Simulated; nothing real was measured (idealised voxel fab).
Module name: voxel released beams (process module)
The cross-section shown here is cut; it is 235 nm wide and divided into square cells measuring 5 nm on a side.
Cross-section format: a grid of square cells, given as bands from top to bottom; each band is one or more rows of cells. The band entry comprises the height of the band's top followed by the height of its bottom, expressed in nm, and subsequently the band's materials from left to right, each stated together with its width in nm. Where a single material is marked with the word "throughout", that material fills the band from edge to edge. The word "air" represents empty space. Height reference: 0 = level under which incoming wafer is all one material. Lowest band: no bottom, runs on downward, e.g. "from 0 down". The expression "30 to 40" gives the width at the extremes of the band, the first number at its top row of cells and the second at its bottom row, with the width changing by equal amounts from each row to the next in between. Key: "no modifications" - step with no changed cell in the cross-section. The label "Closed cavities" introduces a list of the empty spaces, 8 cells or larger, that have no open way up to the top; each entry in it reads width x height at distance, where the distance is taken from the left edge and all three are stated in nm. Past the settings on a step's line: simulator remark, on that step. overlay nm: mask right of planned place by this much (step with mask). Neg. = left.
# Planned step list for the process
1: RECEIVE with material Si
2: CONFORMAL_DEP with material Al2O3, thk nm 5
3: DIRECTIONAL_DEP with material SiO2, thk nm 10
4: DIRECTIONAL_DEP with material aC, thk nm 10
5: PATTERN with tone open, mask id ANCHOR, material resist, width nm 35, thk nm 30, overlay nm 0
6: DIRECTIONAL_ETCH with etch materials aC, depth nm 10
7: STRIP with etch materials resist
8: DIRECTIONAL_ETCH with etch materials SiO2, depth nm 10
9: STRIP with etch materials aC
10: CONFORMAL_DEP with material SiN, thk nm 15
11: PATTERN with tone cover, mask id BEAM, material resist, width nm 120, thk nm 15, overlay nm 0
12: DIRECTIONAL_ETCH with etch materials SiN, depth nm 15
13: STRIP with etch materials resist
14: STRIP with etch materials SiO2
# So this is the incoming wafer in cross-section - it's already been through step 1
	from 0 down = Si throughout
	Closed cavities: none
# Cross-section, end of module. Start: as above. Plan: as above. Execution: one mistake
	from 25 to 15 = air 55, then SiN 20, then air 5, then SiN 95, then air 60
	from 15 to 10 = air 55, then SiN 120, then air 60
	from 10 to 0 = air 60, then SiN 35, then air 140
	from 0 down = Si throughout
	Closed cavities: none
Processing error: step 2 was left out
